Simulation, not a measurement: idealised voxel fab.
process module | voxel self aligned contacts
cross-section cut | 200 nm wide | cells 5 nm
A cross-section is a grid of square cells, given in bands from the top down. A band is one or more rows of cells.
Each band's line starts with the height of the band's top and of its bottom, in nm. Then come its materials from left to right, each with its width in nm. One material with "throughout" fills the band from edge to edge. "air" is empty space.
Height 0 is the level under which the wafer as received is all one material. The lowest band goes on downwards, as in "0 down".
A width such as "30 to 40" changes by the same amount from each row of cells to the next, from the band's top row to its bottom row.
"no change" after a step means that no cell of the cross-section changed.
closed voids: empty space of 8 cells or more with no open way to the top, each as width x height at its distance from the left edge, in nm
after a step's settings: what the simulator itself notes on the step
overlay nm, on a step with a mask: how far to the right of its planned place the mask lay; to the left if negative
plan
1 op RECEIVE | material Si
2 op OXIDIZE | depth nm 5
3 op DIRECTIONAL_DEP | material polySi | thk nm 20
4 op DIRECTIONAL_DEP | material SiN | thk nm 25
5 op PATTERN | tone cover | mask id GATE | material resist | width nm 30 | pitch nm 70 | thk nm 20 | overlay nm 0
6 op DIRECTIONAL_ETCH | etch materials SiN | depth nm 25
7 op DIRECTIONAL_ETCH | etch materials polySi | depth nm 20
8 op STRIP | etch materials resist
9 op CONFORMAL_DEP | material SiN | thk nm 10
10 op DIRECTIONAL_ETCH | etch materials SiN | depth nm 10
11 op FILL_DEP | material SiO2 | thk nm 15
12 op CMP | height nm 50
13 op MASKED_ETCH | tone open | mask id CONTACT | width nm 50 | pitch nm 70 | etch materials SiO2 | depth nm 55 | overlay nm 0
14 op CONFORMAL_DEP | material TiN | thk nm 5
15 op FILL_DEP | material W | thk nm 5
16 op CMP | height nm 50
17 op CONFORMAL_DEP | material SiCN | thk nm 5
as received, after step 1
  0 down: Si throughout
  closed voids: none
a wafer at the end: this start, this plan, one mistake
  55 to 50: SiCN throughout
  50 to 45: SiO2 35 | TiN 25 | W 10 | TiN 15 | SiO2 20 | TiN 25 | W 10 | TiN 15 | SiO2 45
  45 to 20: SiO2 5 | SiN 50 | TiN 5 | W 10 | TiN 5 | SiN 50 | TiN 5 | W 10 | TiN 5 | SiN 50 | SiO2 5
  20 to 0: SiO2 5 | SiN 10 | polySi 30 | SiN 10 | TiN 5 | W 10 | TiN 5 | SiN 10 | polySi 30 | SiN 10 | TiN 5 | W 10 | TiN 5 | SiN 10 | polySi 30 | SiN 10 | SiO2 5
  0 to -5: SiO2 55 | TiN 20 | SiO2 50 | TiN 20 | SiO2 55
  -5 down: Si throughout
  closed voids: none
what went wrong: step 13 ran as: op MASKED_ETCH | tone open | mask id CONTACT | width nm 50 | pitch nm 70 | etch materials SiO2 | depth nm 55 | overlay nm -5
